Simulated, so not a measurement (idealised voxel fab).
Process module under the name voxel tone inversion
Cross-section cut spans 165 nm and uses square cells 5 nm in size.
In what follows, cross-sections appear as grids of square cells, described through bands that run from the top down, where every band is one or more rows of cells.
It is stipulated that each band's entry specify, in nanometres, the height of the top of the band and then that of its bottom, followed by the materials of the band in left-to-right sequence, each together with its width in nanometres. A single material marked by the word "full width" is understood to fill the band from edge to edge; the word "empty" is understood to denote empty space.
Below 0: as-received wafer, all one material; heights counted from there. Lowest band: no bottom, goes on down, written "0 and below".
Graded width ("30->40"): value in top row of band = first number; value in bottom row = second number; row-to-row change constant.
"nothing altered" (step): cross-section cells unchanged, all of them.
Trapped cavities: empty space of 8 cells or more with no open way to the top, each as width x height at its distance from the left edge, in nm
Text after the settings on a step's line: the simulator's own remark on that step.
"overlay nm" answers the question of how far to the right of plan the mask lay on a step that has a mask, and when it is negative the answer is to the left.

**Below is the list of planned process steps**
1,RECEIVE, material Si
2,CONFORMAL_DEP, material SiN, thk nm 5
3,DIRECTIONAL_DEP, material polySi, thk nm 20
4,PATTERN, tone cover, mask id POSTS, material resist, width nm 20, pitch nm 35, thk nm 25, overlay nm 0
5,DIRECTIONAL_ETCH, etch materials polySi, depth nm 20
6,STRIP, etch materials resist
7,FILL_DEP, material lowk, thk nm 10
8,CMP, height nm 25
9,STRIP, etch materials polySi

**Wafer as received: cross-section following step 1**
- 0 and below | Si full width
- Trapped cavities: none

**As-planned run: cross-section of the first of two wafers at end of module**
- 25 down to 5 | lowk: 20, then empty: 20, then lowk: 15, then empty: 20, then lowk: 15, then empty: 20, then lowk: 15, then empty: 20, then lowk: 20
- 5 down to 0 | SiN full width
- 0 and below | Si full width
- Trapped cavities: none

**End of module, second wafer, cross-section. Started like the first, planned like the first, run with one mistake**
- 25 down to 20 | SiN full width
- 20 down to 0 | polySi full width
- 0 and below | Si full width
- Trapped cavities: none
Here's what went sideways: steps 2 and 3 of the plan were each performed in the slot designated for the other
At the finish, the second wafer shows more or fewer cells for some materials than the first does: lowk -68; polySi +132
